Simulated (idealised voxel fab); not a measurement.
This is a process module. Its name is voxel transistor to metal.
Cross-section cut: width 155 nm, square cells of 5 nm.
Think of the cross-section as a grid of square cells. We describe it in bands, top to bottom, and each band covers one or more rows of those cells.
Heads up on the band format: heights come first, top then bottom, in nm. After that it's the materials left to right, each with its width in nm. A single material flagged "full width" fills the whole band edge to edge, and "air" means there's empty space there.
Height datum 0, below which the as-received substrate wafer is one material. Lowest band open at the bottom, running downward: "0 -> down".
It should be noted that a width expressed as "30 to 40" varies in equal increments from row to row of cells within the band, taking the value of the first number at the top row and that of the second number at the bottom row.
Basically "nothing different" means that step didn't change any cell in the cross-section.
This entry, "Enclosed void catalog", enumerates those empty regions of no fewer than 8 cells that possess no open connection to the top. Each region is reported in the form width x height at distance, the distance being taken from the left edge, with all three quantities expressed in nm.
Step line, after settings: the simulator's comment on this step.
"overlay nm" denotes, for a step that has a mask, the displacement of the mask to the right of its planned place, with negative values corresponding to the left.
Process steps foreseen in the plan
| 1 | RECEIVE: material Si |
| 2 | CONFORMAL_DEP: material SiO2, thk nm 5 |
| 3 | CONFORMAL_DEP: material SiN, thk nm 15 |
| 4 | MASKED_ETCH: tone cover, mask id ACTIVE, width nm 95, etch materials SiN, depth nm 15, overlay nm 0 |
| 5 | MASKED_ETCH: tone cover, mask id ACTIVE, width nm 95, etch materials SiO2, depth nm 5, overlay nm 0 |
| 6 | MASKED_ETCH: tone cover, mask id ACTIVE, width nm 95, etch materials Si, depth nm 25, overlay nm 0 |
| 7 | FILL_DEP: material SiO2, thk nm 5 |
| 8 | CMP: height nm 20 |
| 9 | SELECTIVE_ETCH: etch materials SiO2, depth nm 15 |
| 10 | STRIP: etch materials SiN |
| 11 | SELECTIVE_ETCH: etch materials SiO2, depth nm 5 |
| 12 | OXIDIZE: depth nm 5 |
| 13 | DIRECTIONAL_DEP: material polySi, thk nm 20 |
| 14 | DIRECTIONAL_DEP: material SiCN, thk nm 10 |
| 15 | DIRECTIONAL_DEP: material aC, thk nm 10 |
| 16 | PATTERN: tone cover, mask id GATE, material resist, width nm 25, thk nm 25, overlay nm 0 |
| 17 | DIRECTIONAL_ETCH: etch materials aC, depth nm 10 |
| 18 | STRIP: etch materials resist |
| 19 | DIRECTIONAL_ETCH: etch materials SiCN, depth nm 20 |
| 20 | DIRECTIONAL_ETCH: etch materials polySi, depth nm 30 |
| 21 | STRIP: etch materials aC |
| 22 | CONFORMAL_DEP: material SiO2, thk nm 5 |
| 23 | DIRECTIONAL_ETCH: etch materials SiO2, depth nm 5 |
| 24 | CONFORMAL_DEP: material SiN, thk nm 5 |
| 25 | DIRECTIONAL_ETCH: etch materials SiN, depth nm 5 |
| 26 | DIRECTIONAL_ETCH: etch materials SiO2, depth nm 5 |
| 27 | EPI: material pSi, thk nm 5 |
| 28 | FILL_DEP: material SiO2, thk nm 10 |
| 29 | CMP: height nm 20 |
| 30 | STRIP: etch materials polySi |
| 31 | SELECTIVE_ETCH: etch materials SiO2, depth nm 5 |
| 32 | CONFORMAL_DEP: material HfO2, thk nm 5 |
| 33 | CONFORMAL_DEP: material TiN, thk nm 5 |
| 34 | FILL_DEP: material W, thk nm 5 |
| 35 | CMP: height nm 15 |
| 36 | DIRECTIONAL_DEP: material SiO2, thk nm 15 |
| 37 | MASKED_ETCH: tone open, mask id CONTACT, width nm 15, pitch nm 70, etch materials SiO2, depth nm 30, overlay nm 0 |
| 38 | CONFORMAL_DEP: material TiN, thk nm 5 |
| 39 | FILL_DEP: material Ru, thk nm 5 |
| 40 | CMP: height nm 30 |
| 41 | DIRECTIONAL_DEP: material TiN, thk nm 5 |
| 42 | DIRECTIONAL_DEP: material W, thk nm 15 |
| 43 | PATTERN: tone cover, mask id METAL_1, material resist, width nm 15, pitch nm 70, thk nm 15, overlay nm 0 |
| 44 | DIRECTIONAL_ETCH: etch materials W, depth nm 15 |
| 45 | DIRECTIONAL_ETCH: etch materials TiN, depth nm 5 |
| 46 | STRIP: etch materials resist |
| 47 | CONFORMAL_DEP: material SiCN, thk nm 5 |
| 48 | FILL_DEP: material SiO2, thk nm 5 |
| 49 | CMP: height nm 50 |
| 50 | CONFORMAL_DEP: material SiCN, thk nm 5 |
| 51 | DIRECTIONAL_DEP: material SiO2, thk nm 35 |
| 52 | PATTERN: tone open, mask id METAL_2, material resist, width nm 15, pitch nm 70, thk nm 20, overlay nm 0 |
| 53 | DIRECTIONAL_ETCH: etch materials SiO2, depth nm 20 |
| 54 | STRIP: etch materials resist |
| 55 | PATTERN: tone open, mask id METAL_2_HOLES, material resist, width nm 15, pitch nm 70, thk nm 15, overlay nm 0 |
| 56 | DIRECTIONAL_ETCH: etch materials SiO2, depth nm 15 |
| 57 | DIRECTIONAL_ETCH: etch materials SiCN, depth nm 5 |
| 58 | STRIP: etch materials resist |
| 59 | CONFORMAL_DEP: material TiN, thk nm 5 |
| 60 | FILL_DEP: material Ru, thk nm 5 |
| 61 | CMP: height nm 90 |
| 62 | CONFORMAL_DEP: material SiCN, thk nm 5 |
Shown in cross-section is the wafer as received, that is, as it stands after step 1
- 0 -> down: Si full width
- Enclosed void catalog: none
End-of-module cross-section. Starting structure and process plan as above; one mistake made in running it
- 95 -> 90: SiCN full width
- 90 -> 55: SiO2 full width
- 55 -> 50: SiCN full width
- 50 -> 35: 30 of SiO2; 5 of SiCN; 15 of W; 5 of SiCN; 45 of SiO2; 5 of SiCN; 15 of W; 5 of SiCN; 30 of SiO2
- 35 -> 30: 35 of SiCN; 15 of TiN; 55 of SiCN; 15 of TiN; 35 of SiCN
- 30 -> 15: 35 of SiO2; 5 of TiN; 5 of Ru; 5 of TiN; 55 of SiO2; 5 of TiN; 5 of Ru; 5 of TiN; 35 of SiO2
- 15 -> 5: 35 of SiO2; 5 of TiN; 5 of Ru; 5 of TiN; 5 of SiO2; 5 of SiN; 5 of HfO2; 5 of TiN; 15 of W; 5 of TiN; 5 of HfO2; 5 of SiN; 5 of SiO2; 5 of TiN; 5 of Ru; 5 of TiN; 35 of SiO2
- 5 -> 0: 35 of SiO2; 15 of TiN; 5 of SiO2; 5 of SiN; 5 of HfO2; 25 of TiN; 5 of HfO2; 5 of SiN; 5 of SiO2; 15 of TiN; 35 of SiO2
- 0 -> -5: 25 of SiO2; 30 of pSi; 5 of SiO2; 35 of HfO2; 5 of SiO2; 30 of pSi; 25 of SiO2
- -5 -> -25: 30 of SiO2; 95 of Si; 30 of SiO2
- -25 -> down: Si full width
- Enclosed void catalog: none
Finding, execution versus plan: yeah, plan step 51 got run twice
